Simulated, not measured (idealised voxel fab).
process module | voxel self aligned contacts
cross-section cut | 205 nm wide | cells 5 nm
A cross-section is a grid of square cells, given in bands from the top down. A band is one or more rows of cells.
Each band's line starts with the height of the band's top and of its bottom, in nm. Then come its materials from left to right, each with its width in nm. One material with "throughout" fills the band from edge to edge. "air" is empty space.
Height 0 is the level under which the wafer as received is all one material. The lowest band goes on downwards, as in "0 down".
A width such as "30 to 40" changes by the same amount from each row of cells to the next, from the band's top row to its bottom row.
"no change" after a step means that no cell of the cross-section changed.
closed voids: empty space of 8 cells or more with no open way to the top, each as width x height at its distance from the left edge, in nm
after a step's settings: what the simulator itself notes on the step
overlay nm, on a step with a mask: how far to the right of its planned place the mask lay; to the left if negative
plan
1 op RECEIVE | material Si
2 op OXIDIZE | depth nm 5
3 op DIRECTIONAL_DEP | material polySi | thk nm 30
4 op DIRECTIONAL_DEP | material SiN | thk nm 20
5 op MASKED_ETCH | tone cover | mask id GATE | width nm 25 | pitch nm 50 | etch materials SiN | depth nm 20 | overlay nm 0
6 op MASKED_ETCH | tone cover | mask id GATE | width nm 25 | pitch nm 50 | etch materials polySi | depth nm 30 | overlay nm 0
7 op CONFORMAL_DEP | material SiN | thk nm 5
8 op DIRECTIONAL_ETCH | etch materials SiN | depth nm 5
9 op FILL_DEP | material SiO2 | thk nm 10
10 op CMP | height nm 55
11 op DIRECTIONAL_DEP | material aC | thk nm 10
12 op PATTERN | tone open | mask id CONTACT | material resist | width nm 35 | thk nm 25 | overlay nm 0
13 op DIRECTIONAL_ETCH | etch materials aC | depth nm 10
14 op STRIP | etch materials resist
15 op DIRECTIONAL_ETCH | etch materials SiO2 | depth nm 60
16 op STRIP | etch materials aC
17 op CONFORMAL_DEP | material TiN | thk nm 5
18 op FILL_DEP | material W | thk nm 10
19 op CMP | height nm 55
20 op CONFORMAL_DEP | material SiCN | thk nm 5
first wafer, as planned
as received, after step 1
  0 down: Si throughout
  closed voids: none
after step 2
  0 to -5: SiO2 throughout
  below -5: unchanged
after step 3
  30 to 0: polySi throughout
  below 0: unchanged
after step 4
  50 to 30: SiN throughout
  below 30: unchanged
after step 5
  50 to 30: air 65 | SiN 25 | air 25 | SiN 25 | air 65
  below 30: unchanged
after step 6
  50 to 30: air 65 | SiN 25 | air 25 | SiN 25 | air 65
  30 to 0: air 65 | polySi 25 | air 25 | polySi 25 | air 65
  below 0: unchanged
after step 7
  55 to 30: air 60 | SiN 35 | air 15 | SiN 35 | air 60
  30 to 5: air 60 | SiN 5 | polySi 25 | SiN 5 | air 15 | SiN 5 | polySi 25 | SiN 5 | air 60
  5 to 0: SiN 65 | polySi 25 | SiN 25 | polySi 25 | SiN 65
  below 0: unchanged
after step 8
  50 to 30: air 60 | SiN 35 | air 15 | SiN 35 | air 60
  30 to 0: air 60 | SiN 5 | polySi 25 | SiN 5 | air 15 | SiN 5 | polySi 25 | SiN 5 | air 60
  below 0: unchanged
after step 9
  60 to 50: SiO2 throughout
  50 to 30: SiO2 60 | SiN 35 | SiO2 15 | SiN 35 | SiO2 60
  30 to 0: SiO2 60 | SiN 5 | polySi 25 | SiN 5 | SiO2 15 | SiN 5 | polySi 25 | SiN 5 | SiO2 60
  below 0: unchanged
after step 10
  55 to 50: SiO2 throughout
  below 50: unchanged
after step 11
  65 to 55: aC throughout
  below 55: unchanged
after step 12
  90 to 65: resist 85 | air 35 | resist 85
  below 65: unchanged
after step 13
  80 to 65: resist 85 | air 35 | resist 85
  65 to 55: aC 85 | air 35 | aC 85
  below 55: unchanged
after step 14
  65 to 55: aC 85 | air 35 | aC 85
  below 55: unchanged
after step 15
  65 to 55: aC 85 | air 35 | aC 85
  55 to 50: SiO2 85 | air 35 | SiO2 85
  50 to 30: SiO2 60 | SiN 35 | air 15 | SiN 35 | SiO2 60
  30 to 0: SiO2 60 | SiN 5 | polySi 25 | SiN 5 | air 15 | SiN 5 | polySi 25 | SiN 5 | SiO2 60
  0 to -5: SiO2 95 | air 15 | SiO2 95
  below -5: unchanged
after step 16
  55 to 50: SiO2 85 | air 35 | SiO2 85
  below 50: unchanged
after step 17
  60 to 55: TiN 90 | air 25 | TiN 90
  55 to 50: SiO2 85 | TiN 15 | air 5 | TiN 15 | SiO2 85
  50 to 30: SiO2 60 | SiN 35 | TiN 5 | air 5 | TiN 5 | SiN 35 | SiO2 60
  30 to 0: SiO2 60 | SiN 5 | polySi 25 | SiN 5 | TiN 5 | air 5 | TiN 5 | SiN 5 | polySi 25 | SiN 5 | SiO2 60
  0 to -5: SiO2 95 | TiN 15 | SiO2 95
  below -5: unchanged
after step 18
  70 to 60: W throughout
  60 to 55: TiN 90 | W 25 | TiN 90
  55 to 50: SiO2 85 | TiN 15 | W 5 | TiN 15 | SiO2 85
  50 to 30: SiO2 60 | SiN 35 | TiN 5 | W 5 | TiN 5 | SiN 35 | SiO2 60
  30 to 0: SiO2 60 | SiN 5 | polySi 25 | SiN 5 | TiN 5 | W 5 | TiN 5 | SiN 5 | polySi 25 | SiN 5 | SiO2 60
  below 0: unchanged
after step 19
  55 to 50: SiO2 85 | TiN 15 | W 5 | TiN 15 | SiO2 85
  below 50: unchanged
after step 20
  60 to 55: SiCN throughout
  below 55: unchanged
second wafer: like start, like plan, one mistake. Through step 4 it matches the first wafer
when step 5 should have ended
  50 to 30: air 70 | SiN 25 | air 25 | SiN 25 | air 60
  below 30: unchanged
when step 6 should have ended
  50 to 30: air 70 | SiN 25 | air 25 | SiN 25 | air 60
  30 to 0: air 65 | polySi 30 | air 20 | polySi 30 | air 60
  below 0: unchanged
when step 7 should have ended
  55 to 35: air 65 | SiN 35 | air 15 | SiN 35 | air 55
  35 to 30: air 60 | SiN 40 | air 10 | SiN 40 | air 55
  30 to 5: air 60 | SiN 5 | polySi 30 | SiN 5 | air 10 | SiN 5 | polySi 30 | SiN 5 | air 55
  5 to 0: SiN 65 | polySi 30 | SiN 20 | polySi 30 | SiN 60
  below 0: unchanged
when step 8 should have ended
  50 to 30: air 65 | SiN 35 | air 15 | SiN 35 | air 55
  30 to 0: air 60 | SiN 5 | polySi 30 | SiN 5 | air 10 | SiN 5 | polySi 30 | SiN 5 | air 55
  below 0: unchanged
when step 9 should have ended
  60 to 50: SiO2 throughout
  50 to 30: SiO2 65 | SiN 35 | SiO2 15 | SiN 35 | SiO2 55
  30 to 0: SiO2 60 | SiN 5 | polySi 30 | SiN 5 | SiO2 10 | SiN 5 | polySi 30 | SiN 5 | SiO2 55
  below 0: unchanged
when step 10 should have ended
  55 to 50: SiO2 throughout
  below 50: unchanged
when step 11 should have ended
  65 to 55: aC throughout
  below 55: unchanged
when step 12 should have ended
  90 to 65: resist 85 | air 35 | resist 85
  below 65: unchanged
when step 13 should have ended
  80 to 65: resist 85 | air 35 | resist 85
  65 to 55: aC 85 | air 35 | aC 85
  below 55: unchanged
when step 14 should have ended
  65 to 55: aC 85 | air 35 | aC 85
  below 55: unchanged
when step 15 should have ended
  65 to 55: aC 85 | air 35 | aC 85
  55 to 50: SiO2 85 | air 35 | SiO2 85
  50 to 30: SiO2 65 | SiN 35 | air 15 | SiN 35 | SiO2 55
  30 to 0: SiO2 60 | SiN 5 | polySi 30 | SiN 5 | air 10 | SiN 5 | polySi 30 | SiN 5 | SiO2 55
  0 to -5: SiO2 100 | air 10 | SiO2 95
  below -5: unchanged
when step 16 should have ended
  55 to 50: SiO2 85 | air 35 | SiO2 85
  below 50: unchanged
when step 17 should have ended
  60 to 55: TiN 90 | air 25 | TiN 90
  55 to 50: SiO2 85 | TiN 20 | air 5 | TiN 10 | SiO2 85
  50 to 35: SiO2 65 | SiN 35 | TiN 5 | air 5 | TiN 5 | SiN 35 | SiO2 55
  35 to 30: SiO2 65 | SiN 35 | TiN 15 | SiN 35 | SiO2 55
  30 to 0: SiO2 60 | SiN 5 | polySi 30 | SiN 5 | TiN 10 | SiN 5 | polySi 30 | SiN 5 | SiO2 55
  0 to -5: SiO2 100 | TiN 10 | SiO2 95
  below -5: unchanged
when step 18 should have ended
  70 to 60: W throughout
  60 to 55: TiN 90 | W 25 | TiN 90
  55 to 50: SiO2 85 | TiN 20 | W 5 | TiN 10 | SiO2 85
  50 to 35: SiO2 65 | SiN 35 | TiN 5 | W 5 | TiN 5 | SiN 35 | SiO2 55
  below 35: unchanged
when step 19 should have ended
  55 to 50: SiO2 85 | TiN 20 | W 5 | TiN 10 | SiO2 85
  below 50: unchanged
when step 20 should have ended
  60 to 55: SiCN throughout
  below 55: unchanged
what went wrong: step 5 ran as: op MASKED_ETCH | tone cover | mask id GATE | width nm 25 | pitch nm 50 | etch materials SiN | depth nm 20 | overlay nm 5
at the end the second wafer has, in cells: 5 fewer of SiO2 | 7 fewer of W | 12 more of polySi
